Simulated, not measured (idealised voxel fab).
A process module follows: voxel self aligned vias.
It is cross-section cut that appears here, measuring 255 nm in width, its square cells being 5 nm in size.
In this document a cross-section is written as a grid of square cells. It is given as a series of bands, listed from the top down, and a band is one or more rows of cells.
Heads up on the band format: heights come first, top then bottom, in nm. After that it's the materials left to right, each with its width in nm. A single material flagged "throughout" fills the whole band edge to edge, and "air" means there's empty space there.
Heights are expressed relative to 0, this being the level below which the as-received wafer comprises one material exclusively. The lowest band is unbounded in the downward direction and is denoted as in "0 nm and below".
Width "30 to 40": first value at the band's top row of cells, second value at its bottom row, equal change from row to row.
Where a step carries "nothing got changed", the cross-section came out of it unchanged, cell for cell.
Under "Enclosed void entries" you'll find the enclosed gaps, the ones with no way out to the top, that are 8 cells or bigger; each reads width x height at distance, with distance counted from the left edge, everything in nm.
It should be noted that, on the line of a given step, the content following the step's settings is a remark produced by the simulator itself with respect to that step.
The "overlay nm" setting may appear on a step's line; for a step that uses a mask, it gives how far to the right of its planned position the mask lay, and a negative value indicates the left.
List of planned process steps:
1,op RECEIVE | material Si
2,op CONFORMAL_DEP | material SiO2 | thk nm 15
3,op CONFORMAL_DEP | material SiCN | thk nm 5
4,op DIRECTIONAL_DEP | material SiO2 | thk nm 25
5,op PATTERN | tone open | mask id LINES | material resist | width nm 30 | pitch nm 70 | thk nm 20 | overlay nm 0
6,op DIRECTIONAL_ETCH | etch materials SiO2 | depth nm 25
7,op STRIP | etch materials resist
8,op CONFORMAL_DEP | material TiN | thk nm 5
9,op FILL_DEP | material W | thk nm 5
10,op CMP | height nm 45
11,op SELECTIVE_ETCH | etch materials W Ru TiN | depth nm 5
12,op FILL_DEP | material SiN | thk nm 5
13,op CMP | height nm 45
14,op DIRECTIONAL_DEP | material SiO2 | thk nm 20
15,op PATTERN | tone open | mask id VIAS | material resist | width nm 40 | pitch nm 70 | thk nm 20 | overlay nm 0
16,op DIRECTIONAL_ETCH | etch materials SiO2 | depth nm 20
17,op DIRECTIONAL_ETCH | etch materials SiN | depth nm 5
18,op STRIP | etch materials resist
19,op CONFORMAL_DEP | material TiN | thk nm 5
20,op FILL_DEP | material W | thk nm 5
21,op CMP | height nm 65
22,op CONFORMAL_DEP | material SiN | thk nm 5
As-received state of the wafer in cross-section, equivalent to post-step 1:
0 nm and below: Si throughout
Enclosed void entries: none
Same starting wafer, same plan as above, one mistake in the execution; this is the cross-section at the end of the module:
70 nm to 65 nm: SiN throughout
65 nm to 45 nm: 70 of SiO2 | 5 of TiN | 30 of W | 5 of TiN | 30 of SiO2 | 5 of TiN | 30 of W | 5 of TiN | 75 of SiO2
45 nm to 40 nm: 70 of SiO2 | 40 of TiN | 30 of SiO2 | 40 of TiN | 75 of SiO2
40 nm to 25 nm: 70 of SiO2 | 10 of TiN | 20 of W | 10 of TiN | 30 of SiO2 | 10 of TiN | 20 of W | 10 of TiN | 75 of SiO2
25 nm to 20 nm: 75 of SiO2 | 30 of TiN | 40 of SiO2 | 30 of TiN | 80 of SiO2
20 nm to 15 nm: SiCN throughout
15 nm to 0 nm: SiO2 throughout
0 nm and below: Si throughout
Enclosed void entries: none
Short version of what went wrong: in the plan, step 16 was performed twice
